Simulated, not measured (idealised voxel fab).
Documented hereafter: the process module known as voxel plated lines.
The cross-section on display is named cut; it measures 185 nm wide, and its cells are 5 nm squares.
We lay out every cross-section as a grid of square cells and spell it out in bands from the top down, where one band means one or more rows of cells. Quick guide to a band line: top height, bottom height (nm) up front; then every material left to right with its width in nm. Only one material and it's marked "full width"? Then it fills the band edge to edge. And "air" just means empty space. Heights are reckoned from 0. Under this level, the received wafer is all of one material. The bottommost band is open-ended downward, for example "from 0 down". It should be noted that a width expressed as "30..40" varies in equal increments from row to row of cells within the band, taking the value of the first number at the top row and that of the second number at the bottom row. "nothing was modified" (step): cross-section cells unchanged, all of them. "Enclosed internal cavities" means: voids of 8 cells or more that are shut off from the top with no open way through. Written width x height at distance, distance from the left edge, in nm. What comes after the settings on a step's line is commentary from the simulator itself on that step. A step line may carry the setting "overlay nm", which, for steps involving a mask, states the distance by which the mask lay to the right of its intended position; negative values denote displacement to the left.

### Listed below are the process steps as planned
| 1 | RECEIVE with material Si |
| 2 | CONFORMAL_DEP with material Al2O3, thk nm 15 |
| 3 | DIRECTIONAL_DEP with material TiN, thk nm 5 |
| 4 | PATTERN with tone open, mask id LINES, material resist, width nm 25, pitch nm 55, thk nm 30, overlay nm 0 |
| 5 | EPI with material Ru, thk nm 5 |
| 6 | EPI with material Ru, thk nm 10 |
| 7 | STRIP with etch materials resist |
| 8 | DIRECTIONAL_ETCH with etch materials TiN, depth nm 5 |
| 9 | CONFORMAL_DEP with material SiN, thk nm 10 |

### First of two wafers: run as planned

### Cross-section, incoming material, after step 1
from 0 down: Si full width
Enclosed internal cavities: none

### State of the wafer after step 2, shown in cross-section
from 15 to 0: Al2O3 full width
Whatever lies below 0 is exactly as it was before.

### State of the wafer after step 3, shown in cross-section
from 20 to 15: TiN full width
Whatever lies below 15 is exactly as it was before.

### State of the wafer after step 4, shown in cross-section
from 50 to 20: resist 50 nm / air 25 nm / resist 30 nm / air 25 nm / resist 55 nm
Whatever lies below 20 is exactly as it was before.

### State of the wafer after step 5, shown in cross-section
from 50 to 25: resist 50 nm / air 25 nm / resist 30 nm / air 25 nm / resist 55 nm
from 25 to 20: resist 50 nm / Ru 25 nm / resist 30 nm / Ru 25 nm / resist 55 nm
Whatever lies below 20 is exactly as it was before.

### State of the wafer after step 6, shown in cross-section
from 50 to 35: resist 50 nm / air 25 nm / resist 30 nm / air 25 nm / resist 55 nm
from 35 to 20: resist 50 nm / Ru 25 nm / resist 30 nm / Ru 25 nm / resist 55 nm
Whatever lies below 20 is exactly as it was before.

### State of the wafer after step 7, shown in cross-section
from 35 to 20: air 50 nm / Ru 25 nm / air 30 nm / Ru 25 nm / air 55 nm
Whatever lies below 20 is exactly as it was before.

### State of the wafer after step 8, shown in cross-section
from 35 to 20: air 50 nm / Ru 25 nm / air 30 nm / Ru 25 nm / air 55 nm
from 20 to 15: air 50 nm / TiN 25 nm / air 30 nm / TiN 25 nm / air 55 nm
Whatever lies below 15 is exactly as it was before.

### State of the wafer after step 9, shown in cross-section
from 45 to 35: air 40 nm / SiN 45 nm / air 10 nm / SiN 45 nm / air 45 nm
from 35 to 25: air 40 nm / SiN 10 nm / Ru 25 nm / SiN 10 nm / air 10 nm / SiN 10 nm / Ru 25 nm / SiN 10 nm / air 45 nm
from 25 to 20: SiN 50 nm / Ru 25 nm / SiN 30 nm / Ru 25 nm / SiN 55 nm
from 20 to 15: SiN 50 nm / TiN 25 nm / SiN 30 nm / TiN 25 nm / SiN 55 nm
Whatever lies below 15 is exactly as it was before.

### Here the second wafer is described. Its start and its plan were those of the first wafer. Its run contained one mistake. Up to and including step 5, it did exactly what the first wafer did

### Cross-sectional view of the second wafer at the intended end time of process step 6
from 50 to 45: resist 50 nm / air 25 nm / resist 30 nm / air 25 nm / resist 55 nm
from 45 to 20: resist 50 nm / Ru 25 nm / resist 30 nm / Ru 25 nm / resist 55 nm
Whatever lies below 20 is exactly as it was before.

### Cross-sectional view of the second wafer at the intended end time of process step 7
from 45 to 20: air 50 nm / Ru 25 nm / air 30 nm / Ru 25 nm / air 55 nm
Whatever lies below 20 is exactly as it was before.

### Cross-sectional view of the second wafer at the intended end time of process step 8
from 45 to 20: air 50 nm / Ru 25 nm / air 30 nm / Ru 25 nm / air 55 nm
from 20 to 15: air 50 nm / TiN 25 nm / air 30 nm / TiN 25 nm / air 55 nm
Whatever lies below 15 is exactly as it was before.

### Cross-sectional view of the second wafer at the intended end time of process step 9
from 55 to 45: air 40 nm / SiN 45 nm / air 10 nm / SiN 45 nm / air 45 nm
from 45 to 25: air 40 nm / SiN 10 nm / Ru 25 nm / SiN 10 nm / air 10 nm / SiN 10 nm / Ru 25 nm / SiN 10 nm / air 45 nm
from 25 to 20: SiN 50 nm / Ru 25 nm / SiN 30 nm / Ru 25 nm / SiN 55 nm
from 20 to 15: SiN 50 nm / TiN 25 nm / SiN 30 nm / TiN 25 nm / SiN 55 nm
Whatever lies below 15 is exactly as it was before.
It is concluded that the wafer was processed incorrectly with respect to the plan, in that step 6 from the plan got run twice
In the final state, the cell counts of the second wafer exceed or fall short of those of the first for the following materials: Ru: 20 more; SiN: 16 more
